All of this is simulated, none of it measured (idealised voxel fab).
Module name: voxel capacitor over wiring (process module)
265 nm wide, 5 nm square cells: that's cross-section cut.
Format of a cross-section: grid, square cells. Given as bands. Order: top down. Band: one or more rows of cells.
Top height, bottom height, nm. Materials left to right, width each, nm. Single material + "all across" = fills band edge to edge. "blank" = empty.
It should be noted that heights are counted from 0, beneath which the wafer as supplied is of one material throughout, and that the lowest band possesses no lower boundary but continues downward, as written in "0 and below".
A width given as "30->40" starts at the first number in the band's top row and ends at the second number in its bottom row, shifting by an equal amount at every step from row to row.
Reading "nothing different" for a step: not a cell of the cross-section changed in it.
Entry "Unvented cavities". Content: empty spaces with no open connection to the top, size 8 cells or greater. Each: width x height at distance. Distance: from left edge. Unit: nm.
Read whatever lies past the settings on a step's line as the simulator's own remark about the step.
overlay nm: on a step with a mask, how far right of its planned place the mask lay; negative means left.

## Set out below are the planned steps of the process
1: RECEIVE,material Si
2: CONFORMAL_DEP,material SiO2,thk nm 15
3: CONFORMAL_DEP,material SiCN,thk nm 5
4: DIRECTIONAL_DEP,material lowk,thk nm 20
5: DIRECTIONAL_DEP,material aC,thk nm 10
6: PATTERN,tone open,mask id METAL_1,material resist,width nm 30,pitch nm 80,thk nm 25,overlay nm 0
7: DIRECTIONAL_ETCH,etch materials aC,depth nm 10
8: STRIP,etch materials resist
9: DIRECTIONAL_ETCH,etch materials lowk,depth nm 20
10: DIRECTIONAL_ETCH,etch materials SiCN,depth nm 5
11: STRIP,etch materials aC
12: CONFORMAL_DEP,material TiN,thk nm 5
13: FILL_DEP,material Ru,thk nm 10
14: CMP,height nm 40
15: EPI,material Ru,thk nm 5
16: FILL_DEP,material SiCN,thk nm 5
17: DIRECTIONAL_DEP,material SiO2,thk nm 20
18: DIRECTIONAL_DEP,material aC,thk nm 10
19: PATTERN,tone open,mask id PLUG_1,material resist,width nm 15,thk nm 25,overlay nm 0
20: DIRECTIONAL_ETCH,etch materials aC,depth nm 10
21: STRIP,etch materials resist
22: DIRECTIONAL_ETCH,etch materials SiO2,depth nm 20
23: DIRECTIONAL_ETCH,etch materials SiCN,depth nm 5
24: STRIP,etch materials aC
25: CONFORMAL_DEP,material TiN,thk nm 5
26: FILL_DEP,material Cu,thk nm 5
27: CMP,height nm 70
28: DIRECTIONAL_DEP,material TiN,thk nm 5
29: DIRECTIONAL_DEP,material SiN,thk nm 5
30: DIRECTIONAL_DEP,material TiN,thk nm 5
31: DIRECTIONAL_DEP,material aC,thk nm 15
32: PATTERN,tone cover,mask id UPPER_PLATE,material resist,width nm 55,thk nm 30,overlay nm 0
33: DIRECTIONAL_ETCH,etch materials aC,depth nm 15
34: STRIP,etch materials resist
35: DIRECTIONAL_ETCH,etch materials TiN,depth nm 5
36: DIRECTIONAL_ETCH,etch materials SiN,depth nm 5
37: STRIP,etch materials aC
38: MASKED_ETCH,tone cover,mask id LOWER_PLATE,width nm 65,etch materials TiN,depth nm 5,overlay nm 0
39: FILL_DEP,material SiO2,thk nm 15
40: CMP,height nm 95
41: MASKED_ETCH,tone open,mask id PLUG_2,width nm 15,etch materials SiO2,depth nm 10,overlay nm 0
42: CONFORMAL_DEP,material TiN,thk nm 5
43: FILL_DEP,material Cu,thk nm 5
44: CMP,height nm 95
45: CONFORMAL_DEP,material SiCN,thk nm 5

## On the first of the two wafers: run conducted according to plan

## Cross-section of the wafer upon arrival, representing the state reached after step 1
> 0 and below | Si all across
> Unvented cavities: none

## Wafer after step 2 (cross-section)
> 15 down to 0 | SiO2 all across
> Nothing below the height 0 has changed.

## Wafer after step 3 (cross-section)
> 20 down to 15 | SiCN all across
> Nothing below the height 15 has changed.

## Wafer after step 4 (cross-section)
> 40 down to 20 | lowk all across
> Nothing below the height 20 has changed.

## Wafer after step 5 (cross-section)
> 50 down to 40 | aC all across
> Nothing below the height 40 has changed.

## Wafer after step 6 (cross-section)
> 75 down to 50 | 75 nm resist | 30 nm blank | 50 nm resist | 30 nm blank | 80 nm resist
> Nothing below the height 50 has changed.

## Wafer after step 7 (cross-section)
> 65 down to 50 | 75 nm resist | 30 nm blank | 50 nm resist | 30 nm blank | 80 nm resist
> 50 down to 40 | 75 nm aC | 30 nm blank | 50 nm aC | 30 nm blank | 80 nm aC
> Nothing below the height 40 has changed.

## Wafer after step 8 (cross-section)
> 50 down to 40 | 75 nm aC | 30 nm blank | 50 nm aC | 30 nm blank | 80 nm aC
> Nothing below the height 40 has changed.

## Wafer after step 9 (cross-section)
> 50 down to 40 | 75 nm aC | 30 nm blank | 50 nm aC | 30 nm blank | 80 nm aC
> 40 down to 20 | 75 nm lowk | 30 nm blank | 50 nm lowk | 30 nm blank | 80 nm lowk
> Nothing below the height 20 has changed.

## Wafer after step 10 (cross-section)
> 50 down to 40 | 75 nm aC | 30 nm blank | 50 nm aC | 30 nm blank | 80 nm aC
> 40 down to 20 | 75 nm lowk | 30 nm blank | 50 nm lowk | 30 nm blank | 80 nm lowk
> 20 down to 15 | 75 nm SiCN | 30 nm blank | 50 nm SiCN | 30 nm blank | 80 nm SiCN
> Nothing below the height 15 has changed.

## Wafer after step 11 (cross-section)
> 40 down to 20 | 75 nm lowk | 30 nm blank | 50 nm lowk | 30 nm blank | 80 nm lowk
> Nothing below the height 20 has changed.

## Wafer after step 12 (cross-section)
> 45 down to 40 | 80 nm TiN | 20 nm blank | 60 nm TiN | 20 nm blank | 85 nm TiN
> 40 down to 20 | 75 nm lowk | 5 nm TiN | 20 nm blank | 5 nm TiN | 50 nm lowk | 5 nm TiN | 20 nm blank | 5 nm TiN | 80 nm lowk
> 20 down to 15 | 75 nm SiCN | 30 nm TiN | 50 nm SiCN | 30 nm TiN | 80 nm SiCN
> Nothing below the height 15 has changed.

## Wafer after step 13 (cross-section)
> 55 down to 45 | Ru all across
> 45 down to 40 | 80 nm TiN | 20 nm Ru | 60 nm TiN | 20 nm Ru | 85 nm TiN
> 40 down to 20 | 75 nm lowk | 5 nm TiN | 20 nm Ru | 5 nm TiN | 50 nm lowk | 5 nm TiN | 20 nm Ru | 5 nm TiN | 80 nm lowk
> Nothing below the height 20 has changed.

## Wafer after step 14 (cross-section)
> 40 down to 20 | 75 nm lowk | 5 nm TiN | 20 nm Ru | 5 nm TiN | 50 nm lowk | 5 nm TiN | 20 nm Ru | 5 nm TiN | 80 nm lowk
> Nothing below the height 20 has changed.

## Wafer after step 15 (cross-section)
> 45 down to 40 | 70 nm blank | 40 nm Ru | 40 nm blank | 40 nm Ru | 75 nm blank
> Nothing below the height 40 has changed.

## Wafer after step 16 (cross-section)
> 50 down to 45 | SiCN all across
> 45 down to 40 | 70 nm SiCN | 40 nm Ru | 40 nm SiCN | 40 nm Ru | 75 nm SiCN
> Nothing below the height 40 has changed.

## Wafer after step 17 (cross-section)
> 70 down to 50 | SiO2 all across
> Nothing below the height 50 has changed.

## Wafer after step 18 (cross-section)
> 80 down to 70 | aC all across
> Nothing below the height 70 has changed.

## Wafer after step 19 (cross-section)
> 105 down to 80 | 90 nm resist | 15 nm blank | 160 nm resist
> Nothing below the height 80 has changed.

## Wafer after step 20 (cross-section)
> 95 down to 80 | 90 nm resist | 15 nm blank | 160 nm resist
> 80 down to 70 | 90 nm aC | 15 nm blank | 160 nm aC
> Nothing below the height 70 has changed.

## Wafer after step 21 (cross-section)
> 80 down to 70 | 90 nm aC | 15 nm blank | 160 nm aC
> Nothing below the height 70 has changed.

## Wafer after step 22 (cross-section)
> 80 down to 70 | 90 nm aC | 15 nm blank | 160 nm aC
> 70 down to 50 | 90 nm SiO2 | 15 nm blank | 160 nm SiO2
> Nothing below the height 50 has changed.

## Wafer after step 23 (cross-section)
> 80 down to 70 | 90 nm aC | 15 nm blank | 160 nm aC
> 70 down to 50 | 90 nm SiO2 | 15 nm blank | 160 nm SiO2
> 50 down to 45 | 90 nm SiCN | 15 nm blank | 160 nm SiCN
> Nothing below the height 45 has changed.

## Wafer after step 24 (cross-section)
> 70 down to 50 | 90 nm SiO2 | 15 nm blank | 160 nm SiO2
> Nothing below the height 50 has changed.

## Wafer after step 25 (cross-section)
> 75 down to 70 | 95 nm TiN | 5 nm blank | 165 nm TiN
> 70 down to 50 | 90 nm SiO2 | 5 nm TiN | 5 nm blank | 5 nm TiN | 160 nm SiO2
> 50 down to 45 | 90 nm SiCN | 15 nm TiN | 160 nm SiCN
> Nothing below the height 45 has changed.

## Wafer after step 26 (cross-section)
> 80 down to 75 | Cu all across
> 75 down to 70 | 95 nm TiN | 5 nm Cu | 165 nm TiN
> 70 down to 50 | 90 nm SiO2 | 5 nm TiN | 5 nm Cu | 5 nm TiN | 160 nm SiO2
> Nothing below the height 50 has changed.

## Wafer after step 27 (cross-section)
> 70 down to 50 | 90 nm SiO2 | 5 nm TiN | 5 nm Cu | 5 nm TiN | 160 nm SiO2
> Nothing below the height 50 has changed.

## Wafer after step 28 (cross-section)
> 75 down to 70 | TiN all across
> Nothing below the height 70 has changed.

## Wafer after step 29 (cross-section)
> 80 down to 75 | SiN all across
> Nothing below the height 75 has changed.

## Wafer after step 30 (cross-section)
> 85 down to 80 | TiN all across
> Nothing below the height 80 has changed.

## Wafer after step 31 (cross-section)
> 100 down to 85 | aC all across
> Nothing below the height 85 has changed.

## Wafer after step 32 (cross-section)
> 130 down to 100 | 90 nm blank | 55 nm resist | 120 nm blank
> Nothing below the height 100 has changed.

## Wafer after step 33 (cross-section)
> 115 down to 100 | 90 nm blank | 55 nm resist | 120 nm blank
> 100 down to 85 | 90 nm blank | 55 nm aC | 120 nm blank
> Nothing below the height 85 has changed.

## Wafer after step 34 (cross-section)
> 100 down to 85 | 90 nm blank | 55 nm aC | 120 nm blank
> Nothing below the height 85 has changed.

## Wafer after step 35 (cross-section)
> 100 down to 85 | 90 nm blank | 55 nm aC | 120 nm blank
> 85 down to 80 | 90 nm blank | 55 nm TiN | 120 nm blank
> Nothing below the height 80 has changed.

## Wafer after step 36 (cross-section)
> 100 down to 85 | 90 nm blank | 55 nm aC | 120 nm blank
> 85 down to 80 | 90 nm blank | 55 nm TiN | 120 nm blank
> 80 down to 75 | 90 nm blank | 55 nm SiN | 120 nm blank
> Nothing below the height 75 has changed.

## Wafer after step 37 (cross-section)
> 85 down to 80 | 90 nm blank | 55 nm TiN | 120 nm blank
> Nothing below the height 80 has changed.

## Wafer after step 38 (cross-section)
> 85 down to 80 | 90 nm blank | 55 nm TiN | 120 nm blank
> 80 down to 75 | 90 nm blank | 55 nm SiN | 120 nm blank
> 75 down to 70 | 85 nm blank | 65 nm TiN | 115 nm blank
> Nothing below the height 70 has changed.

## Wafer after step 39 (cross-section)
> 100 down to 85 | SiO2 all across
> 85 down to 80 | 90 nm SiO2 | 55 nm TiN | 120 nm SiO2
> 80 down to 75 | 90 nm SiO2 | 55 nm SiN | 120 nm SiO2
> 75 down to 70 | 85 nm SiO2 | 65 nm TiN | 115 nm SiO2
> Nothing below the height 70 has changed.

## Wafer after step 40 (cross-section)
> 95 down to 85 | SiO2 all across
> Nothing below the height 85 has changed.

## Wafer after step 41 (cross-section)
> 95 down to 85 | 100 nm SiO2 | 15 nm blank | 150 nm SiO2
> Nothing below the height 85 has changed.

## Wafer after step 42 (cross-section)
> 100 down to 95 | 105 nm TiN | 5 nm blank | 155 nm TiN
> 95 down to 90 | 100 nm SiO2 | 5 nm TiN | 5 nm blank | 5 nm TiN | 150 nm SiO2
> 90 down to 80 | 100->90 nm SiO2 | 15->55 nm TiN | 150->120 nm SiO2
> Nothing below the height 80 has changed.

## Wafer after step 43 (cross-section)
> 105 down to 100 | Cu all across
> 100 down to 95 | 105 nm TiN | 5 nm Cu | 155 nm TiN
> 95 down to 90 | 100 nm SiO2 | 5 nm TiN | 5 nm Cu | 5 nm TiN | 150 nm SiO2
> Nothing below the height 90 has changed.

## Wafer after step 44 (cross-section)
> 95 down to 90 | 100 nm SiO2 | 5 nm TiN | 5 nm Cu | 5 nm TiN | 150 nm SiO2
> Nothing below the height 90 has changed.

## Wafer after step 45 (cross-section)
> 100 down to 95 | SiCN all across
> Nothing below the height 95 has changed.

## Second wafer, same starting state and plan as the first, one mistake in the run, identical through step 40

## Second wafer shown in cross-section at the time step 41 was slated to end
> 95 down to 85 | 110 nm SiO2 | 15 nm blank | 140 nm SiO2
> Nothing below the height 85 has changed.

## Second wafer shown in cross-section at the time step 42 was slated to end
> 100 down to 95 | 115 nm TiN | 5 nm blank | 145 nm TiN
> 95 down to 90 | 110 nm SiO2 | 5 nm TiN | 5 nm blank | 5 nm TiN | 140 nm SiO2
> 90 down to 80 | 110->90 nm SiO2 | 15->55 nm TiN | 140->120 nm SiO2
> Nothing below the height 80 has changed.

## Second wafer shown in cross-section at the time step 43 was slated to end
> 105 down to 100 | Cu all across
> 100 down to 95 | 115 nm TiN | 5 nm Cu | 145 nm TiN
> 95 down to 90 | 110 nm SiO2 | 5 nm TiN | 5 nm Cu | 5 nm TiN | 140 nm SiO2
> Nothing below the height 90 has changed.

## Second wafer shown in cross-section at the time step 44 was slated to end
> 95 down to 90 | 110 nm SiO2 | 5 nm TiN | 5 nm Cu | 5 nm TiN | 140 nm SiO2
> Nothing below the height 90 has changed.

## Second wafer shown in cross-section at the time step 45 was slated to end
> 100 down to 95 | SiCN all across
> Nothing below the height 95 has changed.
It is concluded that the wafer was processed incorrectly with respect to the plan, in that step 41 ran differently from the plan; actual operation with settings: MASKED_ETCH,tone open,mask id PLUG_2,width nm 15,etch materials SiO2,depth nm 10,overlay nm 10
Tallied in cells, the final second wafer holds each material in the same quantity as the first, although not at the same places.
